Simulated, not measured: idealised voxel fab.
The process module that follows is named voxel spacer lines.
For reference, the cross-section in this document is cut, with width 220 nm and square cells of 5 nm.
Format of a cross-section: grid, square cells. Given as bands. Order: top down. Band: one or more rows of cells.
Look at the band entry: it leads with the top's height and the bottom's height in nm. Then it lists the materials left to right, with a width in nm for each. The word "full width" on a single material says that material fills the band edge to edge. The word "air" is empty space.
It should be noted that heights are counted from 0, beneath which the wafer as supplied is of one material throughout, and that the lowest band possesses no lower boundary but continues downward, as written in "0 nm and below".
A two-number width, for instance "30 to 40", indicates that the width is equal to the first number in the top row of the band and to the second number in the bottom row, and that it changes by a constant amount per row of cells.
Key: "nothing altered" - step with no changed cell in the cross-section.
Under "Sealed voids" you'll find the enclosed gaps, the ones with no way out to the top, that are 8 cells or bigger; each reads width x height at distance, with distance counted from the left edge, everything in nm.
Formally, on a step line, whatever follows the settings is a remark that the simulator itself makes on the step.
You can add "overlay nm" to a step's line. For a step with a mask, it describes how far the mask lay to the right of its planned position, and a negative number describes a lay to the left.
This section lists the process steps that were planned:
| 1 | RECEIVE (material Si) |
| 2 | CONFORMAL_DEP (material Al2O3; thk nm 10) |
| 3 | DIRECTIONAL_DEP (material TiN; thk nm 15) |
| 4 | DIRECTIONAL_DEP (material aC; thk nm 30) |
| 5 | PATTERN (tone cover; mask id MANDREL; material resist; width nm 25; pitch nm 80; thk nm 40; overlay nm 0) |
| 6 | DIRECTIONAL_ETCH (etch materials aC; depth nm 30) |
| 7 | STRIP (etch materials resist) |
| 8 | CONFORMAL_DEP (material SiN; thk nm 15) |
| 9 | DIRECTIONAL_ETCH (etch materials SiN; depth nm 15) |
| 10 | STRIP (etch materials aC) |
| 11 | DIRECTIONAL_ETCH (etch materials TiN; depth nm 15) |
| 12 | STRIP (etch materials SiN) |
| 13 | FILL_DEP (material SiO2; thk nm 10) |
| 14 | CMP (height nm 25) |
Cross-section of the wafer upon arrival, representing the state reached after step 1:
0 nm and below  Si full width
Sealed voids: none
Starting wafer: above. Plan: above. Run: one mistake. Cross-section after the module: below:
25 nm to 10 nm  SiO2 (5); TiN (15); SiO2 (20); TiN (15); SiO2 (30); TiN (15); SiO2 (20); TiN (15); SiO2 (30); TiN (15); SiO2 (20); TiN (15); SiO2 (5)
10 nm to 0 nm  Al2O3 full width
0 nm and below  Si full width
Sealed voids: none
Error vs. plan: planned and actual differ for step 5; actual: PATTERN (tone cover; mask id MANDREL; material resist; width nm 20; pitch nm 80; thk nm 40; overlay nm 0)
